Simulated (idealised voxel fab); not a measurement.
Proc. module: voxel released beams
Section shown: cut. Width: 170 nm. Cell size: 5 nm, square.
Square cells in a grid make up a cross-section in this document, and the grid is given as bands, listed from the top down, each one or more rows of cells.
The band entry comprises the height of the band's top followed by the height of its bottom, expressed in nm, and subsequently the band's materials from left to right, each stated together with its width in nm. Where a single material is marked with the word "throughout", that material fills the band from edge to edge. The word "blank" represents empty space.
Counting heights begins at 0, where everything beneath is, in the wafer as received, one material. The lowest band has no bottom; it goes on downwards, as "0 and below" shows.
When a width is written as two numbers, as in "30 to 40", the first number is the width in the top row of cells of the band and the second is the width in its bottom row, and the width changes by the same amount from each row to the next.
Step note "nothing different" = no cross-section cell changed.
Entry "Fully sealed voids" = empty spaces >= 8 cells with no open way to the top; each as width x height at distance, distance from left edge, all nm.
It should be noted that, on the line of a given step, the content following the step's settings is a remark produced by the simulator itself with respect to that step.
"overlay nm" on a masked step: distance the mask lay right of its planned place, negative for left.

### The following list gives the planned process steps
1 RECEIVE (material Si)
2 CONFORMAL_DEP (material SiN; thk nm 10)
3 DIRECTIONAL_DEP (material SiO2; thk nm 10)
4 MASKED_ETCH (tone open; mask id ANCHOR; width nm 45; etch materials SiO2; depth nm 10; overlay nm 0)
5 CONFORMAL_DEP (material W; thk nm 15)
6 MASKED_ETCH (tone cover; mask id BEAM; width nm 105; etch materials W; depth nm 15; overlay nm 0)
7 STRIP (etch materials SiO2)

### First wafer of two (run as planned)

### Cross-sectional view of the wafer in its as-received condition, corresponding to the state after step 1
    0 and below: Si throughout
    Fully sealed voids: none

### After step 2, in cross-section
    10 down to 0: SiN throughout
    Nothing below the height 0 has changed.

### After step 3, in cross-section
    20 down to 10: SiO2 throughout
    Nothing below the height 10 has changed.

### After step 4, in cross-section
    20 down to 10: SiO2=35; blank=45; SiO2=90
    Nothing below the height 10 has changed.

### After step 5, in cross-section
    35 down to 25: W=50; blank=15; W=105
    25 down to 20: W throughout
    20 down to 10: SiO2=35; W=45; SiO2=90
    Nothing below the height 10 has changed.

### After step 6, in cross-section
    35 down to 25: blank=30; W=20; blank=15; W=70; blank=35
    25 down to 20: blank=30; W=105; blank=35
    Nothing below the height 20 has changed.

### After step 7, in cross-section
    35 down to 25: blank=30; W=20; blank=15; W=70; blank=35
    25 down to 20: blank=30; W=105; blank=35
    20 down to 10: blank=35; W=45; blank=90
    Nothing below the height 10 has changed.

### The second wafer was prepared from the same starting point and under the same plan as the first; its processing contained one mistake, and it remains indistinguishable from the first wafer up to and including step 3

### At the planned end of step 4, the second wafer in cross-section
    20 down to 10: blank=35; SiO2=45; blank=90
    Nothing below the height 10 has changed.

### At the planned end of step 5, the second wafer in cross-section
    35 down to 25: blank=20; W=75; blank=75
    25 down to 20: W throughout
    20 down to 10: W=35; SiO2=45; W=90
    Nothing below the height 10 has changed.

### At the planned end of step 6, the second wafer in cross-section
    35 down to 25: blank=30; W=65; blank=75
    25 down to 20: blank=30; W=105; blank=35
    20 down to 10: blank=20; W=15; SiO2=45; W=55; blank=35
    Nothing below the height 10 has changed.

At the planned end of step 7, the second wafer in cross-section: nothing different
Error vs. plan: in deviation from the planned setting, step 4 was conducted as MASKED_ETCH (tone cover; mask id ANCHOR; width nm 45; etch materials SiO2; depth nm 10; overlay nm 0)
End check, counted in cells, second wafer has more or fewer of these materials than the first: 18 more of SiO2
